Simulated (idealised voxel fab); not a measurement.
process module | voxel capacitor over wiring
cross-section cut | 220 nm wide | cells 5 nm
A cross-section is a grid of square cells, given in bands from the top down. A band is one or more rows of cells.
Each band's line starts with the height of the band's top and of its bottom, in nm. Then come its materials from left to right, each with its width in nm. One material with "throughout" fills the band from edge to edge. "air" is empty space.
Height 0 is the level under which the wafer as received is all one material. The lowest band goes on downwards, as in "0 down".
A width such as "30 to 40" changes by the same amount from each row of cells to the next, from the band's top row to its bottom row.
"no change" after a step means that no cell of the cross-section changed.
closed voids: empty space of 8 cells or more with no open way to the top, each as width x height at its distance from the left edge, in nm
after a step's settings: what the simulator itself notes on the step
overlay nm, on a step with a mask: how far to the right of its planned place the mask lay; to the left if negative
plan
1 op RECEIVE | material Si
2 op CONFORMAL_DEP | material SiO2 | thk nm 10
3 op CONFORMAL_DEP | material SiCN | thk nm 5
4 op DIRECTIONAL_DEP | material lowk | thk nm 15
5 op PATTERN | tone open | mask id METAL_1 | material resist | width nm 30 | pitch nm 85 | thk nm 15 | overlay nm 0
6 op DIRECTIONAL_ETCH | etch materials lowk | depth nm 15
7 op DIRECTIONAL_ETCH | etch materials SiCN | depth nm 5
8 op STRIP | etch materials resist
9 op CONFORMAL_DEP | material TiN | thk nm 5
10 op FILL_DEP | material W | thk nm 10
11 op CMP | height nm 30
12 op CONFORMAL_DEP | material SiCN | thk nm 5
13 op DIRECTIONAL_DEP | material lowk | thk nm 10
14 op DIRECTIONAL_DEP | material aC | thk nm 15
15 op PATTERN | tone open | mask id PLUG_1 | material resist | width nm 15 | thk nm 30 | overlay nm 0
16 op DIRECTIONAL_ETCH | etch materials aC | depth nm 15
17 op STRIP | etch materials resist
18 op DIRECTIONAL_ETCH | etch materials lowk | depth nm 10
19 op DIRECTIONAL_ETCH | etch materials SiCN | depth nm 5
20 op STRIP | etch materials aC
21 op EPI | material Ru | thk nm 10
22 op EPI | material Ru | thk nm 5
23 op DIRECTIONAL_DEP | material TiN | thk nm 5
24 op DIRECTIONAL_DEP | material Al2O3 | thk nm 5
25 op DIRECTIONAL_DEP | material TiN | thk nm 5
26 op PATTERN | tone cover | mask id UPPER_PLATE | material resist | width nm 60 | thk nm 20 | overlay nm 0
27 op DIRECTIONAL_ETCH | etch materials TiN | depth nm 5
28 op DIRECTIONAL_ETCH | etch materials Al2O3 | depth nm 5
29 op STRIP | etch materials resist
30 op DIRECTIONAL_DEP | material aC | thk nm 15
31 op PATTERN | tone cover | mask id LOWER_PLATE | material resist | width nm 70 | thk nm 30 | overlay nm 0
32 op DIRECTIONAL_ETCH | etch materials aC | depth nm 15
33 op STRIP | etch materials resist
34 op DIRECTIONAL_ETCH | etch materials TiN | depth nm 5
35 op STRIP | etch materials aC
36 op FILL_DEP | material SiO2 | thk nm 20
37 op CMP | height nm 75
38 op PATTERN | tone open | mask id PLUG_2 | material resist | width nm 15 | thk nm 15 | overlay nm 0
39 op DIRECTIONAL_ETCH | etch materials SiO2 | depth nm 15
40 op STRIP | etch materials resist
41 op CONFORMAL_DEP | material TiN | thk nm 5
42 op FILL_DEP | material Cu | thk nm 10
43 op CMP | height nm 75
44 op CONFORMAL_DEP | material SiN | thk nm 5
as received, after step 1
  0 down: Si throughout
  closed voids: none
first wafer at the end, as planned
  80 to 75: SiN throughout
  75 to 65: SiO2 75 | TiN 5 | Cu 5 | TiN 5 | SiO2 130
  65 to 55: SiO2 75 to 65 | TiN 15 to 60 | SiO2 130 to 95
  55 to 50: SiO2 65 | Al2O3 60 | SiO2 95
  50 to 45: SiO2 60 | TiN 70 | SiO2 90
  45 to 35: lowk 65 | Ru 15 | lowk 140
  35 to 30: SiCN 65 | Ru 15 | SiCN 140
  30 to 15: lowk 50 | TiN 5 | W 20 | TiN 5 | lowk 55 | TiN 5 | W 20 | TiN 5 | lowk 55
  15 to 10: SiCN 50 | TiN 30 | SiCN 55 | TiN 30 | SiCN 55
  10 to 0: SiO2 throughout
  0 down: Si throughout
  closed voids: none
second wafer at the end: like start, like plan, one mistake
  80 to 75: SiN throughout
  75 to 65: SiO2 75 to 65 | TiN 15 to 60 | SiO2 130 to 95
  65 to 60: SiO2 65 | Al2O3 60 | SiO2 95
  60 to 55: SiO2 60 | TiN 70 | SiO2 90
  55 to 45: lowk 65 | Ru 15 | lowk 140
  45 to 40: SiCN 65 | Ru 15 | SiCN 140
  40 to 35: W throughout
  35 to 30: TiN 55 | W 20 | TiN 65 | W 20 | TiN 60
  30 to 15: lowk 50 | TiN 5 | W 20 | TiN 5 | lowk 55 | TiN 5 | W 20 | TiN 5 | lowk 55
  15 to 10: SiCN 50 | TiN 30 | SiCN 55 | TiN 30 | SiCN 55
  10 to 0: SiO2 throughout
  0 down: Si throughout
  closed voids: none
what went wrong: step 11 ran as: op CMP | height nm 40
at the end the second wafer has, in cells: 2 fewer of Cu | 82 fewer of SiO2 | 32 more of TiN | 52 more of W
